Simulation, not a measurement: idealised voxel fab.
Process module under the name voxel ribs on slabs
It is cross-section cut that appears here, measuring 285 nm in width, its square cells being 5 nm in size.
The cross-sections in this document take the form of a grid made of square cells. They are written out as bands, in order from top to bottom. Each band consists of one or more rows of cells.
Band: top and bottom heights (nm) first, top before bottom; then materials from left to right, widths in nm. "edge to edge" marks a sole material filling the band edge to edge. "blank" denotes empty space.
It should be noted that heights are counted from 0, beneath which the wafer as supplied is of one material throughout, and that the lowest band possesses no lower boundary but continues downward, as written in "0 -> down".
Quick explanation for "30..40": the width changes in equal steps down the rows of cells, from the first number in the band's top row to the second number in its bottom row.
"remains unaltered" after a step means that no cell of the cross-section changed.
"Cavities, closed" contains a list of empty spaces, each no smaller than 8 cells and without an open way to the top, written in the form width x height at distance with the distance from the left edge and all three in nm.
Anything after a step's settings on that line? It's the simulator's own note about the step.
For masked steps, "overlay nm" on the step line gives how far right of plan the mask actually lay; a minus sign means it lay to the left.
Below is the list of planned process steps
| 1 | RECEIVE,material Si |
| 2 | DIRECTIONAL_DEP,material SiO2,thk nm 25 |
| 3 | DIRECTIONAL_DEP,material SiN,thk nm 15 |
| 4 | PATTERN,tone cover,mask id RIB,material resist,width nm 30,thk nm 15,overlay nm 0 |
| 5 | DIRECTIONAL_ETCH,etch materials SiN,depth nm 10 |
| 6 | STRIP,etch materials resist |
| 7 | MASKED_ETCH,tone cover,mask id SLAB,width nm 70,etch materials SiN,depth nm 5,overlay nm 0 |
| 8 | FILL_DEP,material SiO2,thk nm 25 |
| 9 | CMP,height nm 60 |
| 10 | DIRECTIONAL_DEP,material TiN,thk nm 10 |
| 11 | DIRECTIONAL_DEP,material aC,thk nm 10 |
| 12 | PATTERN,tone cover,mask id HEATER,material resist,width nm 40,thk nm 30,overlay nm 0 |
| 13 | DIRECTIONAL_ETCH,etch materials aC,depth nm 10 |
| 14 | STRIP,etch materials resist |
| 15 | DIRECTIONAL_ETCH,etch materials TiN,depth nm 10 |
| 16 | STRIP,etch materials aC |
| 17 | CONFORMAL_DEP,material SiN,thk nm 5 |
The cross-section here shows the wafer as received, i.e. in its state after step 1
    0 -> down | Si edge to edge
    Cavities, closed: none
Post-module cross-section: identical start and plan to those above, one misstep in execution
    75 -> 70 | blank: 115; SiN: 50; blank: 120
    70 -> 65 | blank: 115; SiN: 5; TiN: 40; SiN: 5; blank: 120
    65 -> 60 | SiN: 120; TiN: 40; SiN: 125
    60 -> 15 | SiO2 edge to edge
    15 -> 0 | SiN edge to edge
    0 -> down | Si edge to edge
    Cavities, closed: none
Misprocessing identified: steps 2 and 3 traded places in the executed sequence
